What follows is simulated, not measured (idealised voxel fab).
process module | voxel self aligned contacts
cross-section cut | 300 nm wide | cells 5 nm
A cross-section is a grid of square cells, given in bands from the top down. A band is one or more rows of cells.
Each band's line starts with the height of the band's top and of its bottom, in nm. Then come its materials from left to right, each with its width in nm. One material with "throughout" fills the band from edge to edge. "air" is empty space.
Height 0 is the level under which the wafer as received is all one material. The lowest band goes on downwards, as in "0 down".
A width such as "30 to 40" changes by the same amount from each row of cells to the next, from the band's top row to its bottom row.
"no change" after a step means that no cell of the cross-section changed.
closed voids: empty space of 8 cells or more with no open way to the top, each as width x height at its distance from the left edge, in nm
after a step's settings: what the simulator itself notes on the step
overlay nm, on a step with a mask: how far to the right of its planned place the mask lay; to the left if negative
plan
1 op RECEIVE | material Si
2 op OXIDIZE | depth nm 5
3 op DIRECTIONAL_DEP | material polySi | thk nm 20
4 op DIRECTIONAL_DEP | material SiN | thk nm 15
5 op PATTERN | tone cover | mask id GATE | material resist | width nm 35 | pitch nm 60 | thk nm 20 | overlay nm 0
6 op DIRECTIONAL_ETCH | etch materials SiN | depth nm 15
7 op DIRECTIONAL_ETCH | etch materials polySi | depth nm 20
8 op STRIP | etch materials resist
9 op CONFORMAL_DEP | material SiN | thk nm 5
10 op DIRECTIONAL_ETCH | etch materials SiN | depth nm 5
11 op FILL_DEP | material SiO2 | thk nm 15
12 op CMP | height nm 45
13 op PATTERN | tone open | mask id CONTACT | material resist | width nm 35 | thk nm 15 | overlay nm 0
14 op DIRECTIONAL_ETCH | etch materials SiO2 | depth nm 50
15 op STRIP | etch materials resist
16 op CONFORMAL_DEP | material TiN | thk nm 5
17 op FILL_DEP | material Ru | thk nm 10
18 op CMP | height nm 45
19 op CONFORMAL_DEP | material SiN | thk nm 5
first wafer, as planned
as received, after step 1
  0 down: Si throughout
  closed voids: none
after step 2
  0 to -5: SiO2 throughout
  below -5: unchanged
after step 3
  20 to 0: polySi throughout
  below 0: unchanged
after step 4
  35 to 20: SiN throughout
  below 20: unchanged
after step 5
  55 to 35: air 100 | resist 35 | air 25 | resist 35 | air 105
  below 35: unchanged
after step 6
  55 to 35: air 100 | resist 35 | air 25 | resist 35 | air 105
  35 to 20: air 100 | SiN 35 | air 25 | SiN 35 | air 105
  below 20: unchanged
after step 7
  55 to 35: air 100 | resist 35 | air 25 | resist 35 | air 105
  35 to 20: air 100 | SiN 35 | air 25 | SiN 35 | air 105
  20 to 0: air 100 | polySi 35 | air 25 | polySi 35 | air 105
  below 0: unchanged
after step 8
  35 to 20: air 100 | SiN 35 | air 25 | SiN 35 | air 105
  below 20: unchanged
after step 9
  40 to 20: air 95 | SiN 45 | air 15 | SiN 45 | air 100
  20 to 5: air 95 | SiN 5 | polySi 35 | SiN 5 | air 15 | SiN 5 | polySi 35 | SiN 5 | air 100
  5 to 0: SiN 100 | polySi 35 | SiN 25 | polySi 35 | SiN 105
  below 0: unchanged
after step 10
  35 to 20: air 95 | SiN 45 | air 15 | SiN 45 | air 100
  20 to 0: air 95 | SiN 5 | polySi 35 | SiN 5 | air 15 | SiN 5 | polySi 35 | SiN 5 | air 100
  below 0: unchanged
after step 11
  50 to 35: SiO2 throughout
  35 to 20: SiO2 95 | SiN 45 | SiO2 15 | SiN 45 | SiO2 100
  20 to 0: SiO2 95 | SiN 5 | polySi 35 | SiN 5 | SiO2 15 | SiN 5 | polySi 35 | SiN 5 | SiO2 100
  below 0: unchanged
after step 12
  45 to 35: SiO2 throughout
  below 35: unchanged
after step 13
  60 to 45: resist 130 | air 35 | resist 135
  below 45: unchanged
after step 14
  60 to 45: resist 130 | air 35 | resist 135
  45 to 35: SiO2 130 | air 35 | SiO2 135
  35 to 20: SiO2 95 | SiN 45 | air 15 | SiN 45 | SiO2 100
  20 to 0: SiO2 95 | SiN 5 | polySi 35 | SiN 5 | air 15 | SiN 5 | polySi 35 | SiN 5 | SiO2 100
  0 to -5: SiO2 140 | air 15 | SiO2 145
  below -5: unchanged
after step 15
  45 to 35: SiO2 130 | air 35 | SiO2 135
  below 35: unchanged
after step 16
  50 to 45: TiN 135 | air 25 | TiN 140
  45 to 35: SiO2 130 | TiN 5 to 15 | air 25 to 5 | TiN 5 to 15 | SiO2 135
  35 to 20: SiO2 95 | SiN 45 | TiN 5 | air 5 | TiN 5 | SiN 45 | SiO2 100
  20 to 0: SiO2 95 | SiN 5 | polySi 35 | SiN 5 | TiN 5 | air 5 | TiN 5 | SiN 5 | polySi 35 | SiN 5 | SiO2 100
  0 to -5: SiO2 140 | TiN 15 | SiO2 145
  below -5: unchanged
after step 17
  60 to 50: Ru throughout
  50 to 45: TiN 135 | Ru 25 | TiN 140
  45 to 35: SiO2 130 | TiN 5 to 15 | Ru 25 to 5 | TiN 5 to 15 | SiO2 135
  35 to 20: SiO2 95 | SiN 45 | TiN 5 | Ru 5 | TiN 5 | SiN 45 | SiO2 100
  20 to 0: SiO2 95 | SiN 5 | polySi 35 | SiN 5 | TiN 5 | Ru 5 | TiN 5 | SiN 5 | polySi 35 | SiN 5 | SiO2 100
  below 0: unchanged
after step 18
  45 to 35: SiO2 130 | TiN 5 to 15 | Ru 25 to 5 | TiN 5 to 15 | SiO2 135
  below 35: unchanged
after step 19
  50 to 45: SiN throughout
  below 45: unchanged
second wafer: like start, like plan, one mistake. Through step 12 it matches the first wafer
when step 13 should have ended
  60 to 45: resist 120 | air 35 | resist 145
  below 45: unchanged
when step 14 should have ended
  60 to 45: resist 120 | air 35 | resist 145
  45 to 35: SiO2 120 | air 35 | SiO2 145
  35 to 20: SiO2 95 | SiN 45 | air 15 | SiN 45 | SiO2 100
  20 to 0: SiO2 95 | SiN 5 | polySi 35 | SiN 5 | air 15 | SiN 5 | polySi 35 | SiN 5 | SiO2 100
  0 to -5: SiO2 140 | air 15 | SiO2 145
  below -5: unchanged
when step 15 should have ended
  45 to 35: SiO2 120 | air 35 | SiO2 145
  below 35: unchanged
when step 16 should have ended
  50 to 45: TiN 125 | air 25 | TiN 150
  45 to 35: SiO2 120 | TiN 5 to 25 | air 25 to 5 | TiN 5 | SiO2 145
  35 to 20: SiO2 95 | SiN 45 | TiN 5 | air 5 | TiN 5 | SiN 45 | SiO2 100
  20 to 0: SiO2 95 | SiN 5 | polySi 35 | SiN 5 | TiN 5 | air 5 | TiN 5 | SiN 5 | polySi 35 | SiN 5 | SiO2 100
  0 to -5: SiO2 140 | TiN 15 | SiO2 145
  below -5: unchanged
when step 17 should have ended
  60 to 50: Ru throughout
  50 to 45: TiN 125 | Ru 25 | TiN 150
  45 to 35: SiO2 120 | TiN 5 to 25 | Ru 25 to 5 | TiN 5 | SiO2 145
  35 to 20: SiO2 95 | SiN 45 | TiN 5 | Ru 5 | TiN 5 | SiN 45 | SiO2 100
  20 to 0: SiO2 95 | SiN 5 | polySi 35 | SiN 5 | TiN 5 | Ru 5 | TiN 5 | SiN 5 | polySi 35 | SiN 5 | SiO2 100
  below 0: unchanged
when step 18 should have ended
  45 to 35: SiO2 120 | TiN 5 to 25 | Ru 25 to 5 | TiN 5 | SiO2 145
  below 35: unchanged
when step 19 should have ended
  50 to 45: SiN throughout
  below 45: unchanged
what went wrong: step 13 ran as: op PATTERN | tone open | mask id CONTACT | material resist | width nm 35 | thk nm 15 | overlay nm -10
at the end the second wafer has, in cells: as many of each material as the first, in other places
